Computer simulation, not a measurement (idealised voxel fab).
This is a process module. Its name is voxel released beams.
The cross-section shown here is cut; it is 195 nm wide and divided into square cells measuring 5 nm on a side.
Heads up, the way a cross-section reads in here is a grid of square cells, handed over as bands from the top down, with every band being one or more rows of cells.
In this notation a band is specified by the heights of its top and bottom, in that order and in nm, after which its materials appear from left to right, each paired with its width in nm. The word "full width" attached to a single material means that material fills the band from edge to edge; the word "blank" stands for empty space.
For the purposes of this specification, 0 denotes the height below which the wafer in its as-received condition is composed wholly of one material, and the lowermost band, lacking a lower limit, extends downward without end, as expressed in "0..down".
When a width is written as two numbers, as in "30..40", the first number is the width in the top row of cells of the band and the second is the width in its bottom row, and the width changes by the same amount from each row to the next.
Where the words "same as before" appear for a step, the cross-section shows no cell changed by that step; every cell remained as before.
Entry "Entrapped void list". Content: empty spaces with no open connection to the top, size 8 cells or greater. Each: width x height at distance. Distance: from left edge. Unit: nm.
On each step's line, the part that comes after the settings is the simulator's own comment on the step.
A step line may carry the setting "overlay nm", which, for steps involving a mask, states the distance by which the mask lay to the right of its intended position; negative values denote displacement to the left.
## Here's what the planned process steps look like
| 1 | RECEIVE (material Si) |
| 2 | CONFORMAL_DEP (material SiN; thk nm 5) |
| 3 | DIRECTIONAL_DEP (material SiO2; thk nm 15) |
| 4 | DIRECTIONAL_DEP (material aC; thk nm 10) |
| 5 | PATTERN (tone open; mask id ANCHOR; material resist; width nm 35; thk nm 30; overlay nm 0) |
| 6 | DIRECTIONAL_ETCH (etch materials aC; depth nm 10) |
| 7 | STRIP (etch materials resist) |
| 8 | DIRECTIONAL_ETCH (etch materials SiO2; depth nm 15) |
| 9 | STRIP (etch materials aC) |
| 10 | CONFORMAL_DEP (material polySi; thk nm 15) |
| 11 | MASKED_ETCH (tone cover; mask id BEAM; width nm 120; etch materials polySi; depth nm 15; overlay nm 0) |
| 12 | STRIP (etch materials SiO2) |
## Cross-section of the incoming wafer, state after step 1
> 0..down = Si full width
> Entrapped void list: none
## Sectioned view, first of two wafers, at the close of the module, processed as intended in the plan
> 35..20 = blank=35, polySi=20, blank=5, polySi=95, blank=40
> 20..5 = blank=40, polySi=35, blank=120
> 5..0 = SiN full width
> 0..down = Si full width
> Entrapped void list: none
## Wafer two, sectioned after the module: the first wafer's start, the first wafer's plan, and one mistake in how it was run
> 35..20 = blank=35, polySi=120, blank=40
> 20..5 = blank=45, polySi=25, blank=125
> 5..0 = SiN full width
> 0..down = Si full width
> Entrapped void list: none
What went wrong in running the wafer? contrary to plan, step 5 was performed as PATTERN (tone open; mask id ANCHOR; material resist; width nm 25; thk nm 30; overlay nm 0)
Final wafer comparison in cells, second versus first, more or fewer per material: -3 polySi
